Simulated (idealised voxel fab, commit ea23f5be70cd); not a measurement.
process module | voxel self aligned vias
cross-section cut | 255 nm wide | cells 5 nm
A cross-section is a grid of square cells, given in bands from the top down. A band is one or more rows of cells.
Each band's line starts with the height of the band's top and of its bottom, in nm. Then come its materials from left to right, each with its width in nm. One material with "throughout" fills the band from edge to edge. "air" is empty space.
Height 0 is the level under which the wafer as received is all one material. The lowest band goes on downwards, as in "0 down".
A width such as "30 to 40" changes by the same amount from each row of cells to the next, from the band's top row to its bottom row.
"no change" after a step means that no cell of the cross-section changed.
closed voids: empty space of 8 cells or more with no open way to the top, each as width x height at its distance from the left edge, in nm
after a step's settings: what the simulator itself notes on the step
overlay nm, on a step with a mask: how far to the right of its planned place the mask lay; to the left if negative
plan
1 op RECEIVE | material Si
2 op CONFORMAL_DEP | material SiO2 | thk nm 15
3 op CONFORMAL_DEP | material SiCN | thk nm 5
4 op DIRECTIONAL_DEP | material lowk | thk nm 25
5 op PATTERN | tone open | mask id LINES | material resist | width nm 30 | pitch nm 70 | thk nm 15 | overlay nm 0
6 op DIRECTIONAL_ETCH | etch materials lowk | depth nm 25
7 op STRIP | etch materials resist
8 op CONFORMAL_DEP | material TiN | thk nm 5
9 op FILL_DEP | material W | thk nm 10
10 op CMP | height nm 45
11 op SELECTIVE_ETCH | etch materials W Ru TiN | depth nm 5
12 op FILL_DEP | material SiN | thk nm 5
13 op CMP | height nm 45
14 op DIRECTIONAL_DEP | material lowk | thk nm 15
15 op DIRECTIONAL_DEP | material aC | thk nm 15
16 op PATTERN | tone open | mask id VIAS | material resist | width nm 50 | pitch nm 70 | thk nm 30 | overlay nm 0
17 op DIRECTIONAL_ETCH | etch materials aC | depth nm 15
18 op STRIP | etch materials resist
19 op DIRECTIONAL_ETCH | etch materials lowk | depth nm 15
20 op DIRECTIONAL_ETCH | etch materials SiN | depth nm 5
21 op STRIP | etch materials aC
22 op CONFORMAL_DEP | material TiN | thk nm 5
23 op FILL_DEP | material Cu | thk nm 10
24 op CMP | height nm 60
25 op CONFORMAL_DEP | material SiN | thk nm 5
as received, after step 1
  0 down: Si throughout
  closed voids: none
first wafer at the end, as planned
  65 to 60: SiN throughout
  60 to 50: lowk 65 | TiN 5 | Cu 40 | TiN 5 | lowk 20 | TiN 5 | Cu 40 | TiN 5 | lowk 70
  50 to 45: lowk 65 | TiN 15 | Cu 20 | TiN 15 | lowk 20 | TiN 15 | Cu 20 | TiN 15 | lowk 70
  45 to 40: lowk 75 | TiN 30 | lowk 40 | TiN 30 | lowk 80
  40 to 25: lowk 75 | TiN 5 | W 20 | TiN 5 | lowk 40 | TiN 5 | W 20 | TiN 5 | lowk 80
  25 to 20: lowk 75 | TiN 30 | lowk 40 | TiN 30 | lowk 80
  20 to 15: SiCN throughout
  15 to 0: SiO2 throughout
  0 down: Si throughout
  closed voids: none
second wafer at the end: like start, like plan, one mistake
  80 to 75: SiN throughout
  75 to 65: Cu throughout
  65 to 60: TiN 70 | Cu 40 | TiN 30 | Cu 40 | TiN 75
  60 to 50: lowk 65 | TiN 5 | Cu 40 | TiN 5 | lowk 20 | TiN 5 | Cu 40 | TiN 5 | lowk 70
  50 to 45: lowk 65 | TiN 15 | Cu 20 | TiN 15 | lowk 20 | TiN 15 | Cu 20 | TiN 15 | lowk 70
  45 to 40: lowk 75 | TiN 30 | lowk 40 | TiN 30 | lowk 80
  40 to 25: lowk 75 | TiN 5 | W 20 | TiN 5 | lowk 40 | TiN 5 | W 20 | TiN 5 | lowk 80
  25 to 20: lowk 75 | TiN 30 | lowk 40 | TiN 30 | lowk 80
  20 to 15: SiCN throughout
  15 to 0: SiO2 throughout
  0 down: Si throughout
  closed voids: none
what went wrong: step 24 was left out
at the end the second wafer has, in cells: 118 more of Cu | 35 more of TiN
